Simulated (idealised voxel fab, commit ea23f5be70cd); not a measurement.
process module | voxel lift off
cross-section cut | 250 nm wide | cells 5 nm
A cross-section is a grid of square cells, given in bands from the top down. A band is one or more rows of cells.
Each band's line starts with the height of the band's top and of its bottom, in nm. Then come its materials from left to right, each with its width in nm. One material with "throughout" fills the band from edge to edge. "air" is empty space.
Height 0 is the level under which the wafer as received is all one material. The lowest band goes on downwards, as in "0 down".
A width such as "30 to 40" changes by the same amount from each row of cells to the next, from the band's top row to its bottom row.
"no change" after a step means that no cell of the cross-section changed.
closed voids: empty space of 8 cells or more with no open way to the top, each as width x height at its distance from the left edge, in nm
after a step's settings: what the simulator itself notes on the step
overlay nm, on a step with a mask: how far to the right of its planned place the mask lay; to the left if negative
plan
1 op RECEIVE | material Si
2 op CONFORMAL_DEP | material SiN | thk nm 15
3 op PATTERN | tone open | mask id LINES | material resist | width nm 30 | pitch nm 50 | thk nm 25 | overlay nm 0
4 op DIRECTIONAL_DEP | material Ru | thk nm 15
5 op STRIP | etch materials resist
6 op CONFORMAL_DEP | material SiCN | thk nm 10
as received, after step 1
  0 down: Si throughout
  closed voids: none
a wafer at the end: this start, this plan, one mistake
  40 to 30: air 30 | SiCN 40 | air 10 | SiCN 40 | air 10 | SiCN 40 | air 10 | SiCN 40 | air 30
  30 to 25: air 30 | SiCN 10 | Ru 20 | SiCN 10 | air 10 | SiCN 10 | Ru 20 | SiCN 10 | air 10 | SiCN 10 | Ru 20 | SiCN 10 | air 10 | SiCN 10 | Ru 20 | SiCN 10 | air 30
  25 to 15: SiCN 40 | Ru 20 | SiCN 30 | Ru 20 | SiCN 30 | Ru 20 | SiCN 30 | Ru 20 | SiCN 40
  15 to 0: SiN throughout
  0 down: Si throughout
  closed voids: none
what went wrong: step 3 ran as: op PATTERN | tone open | mask id LINES | material resist | width nm 20 | pitch nm 50 | thk nm 25 | overlay nm 0
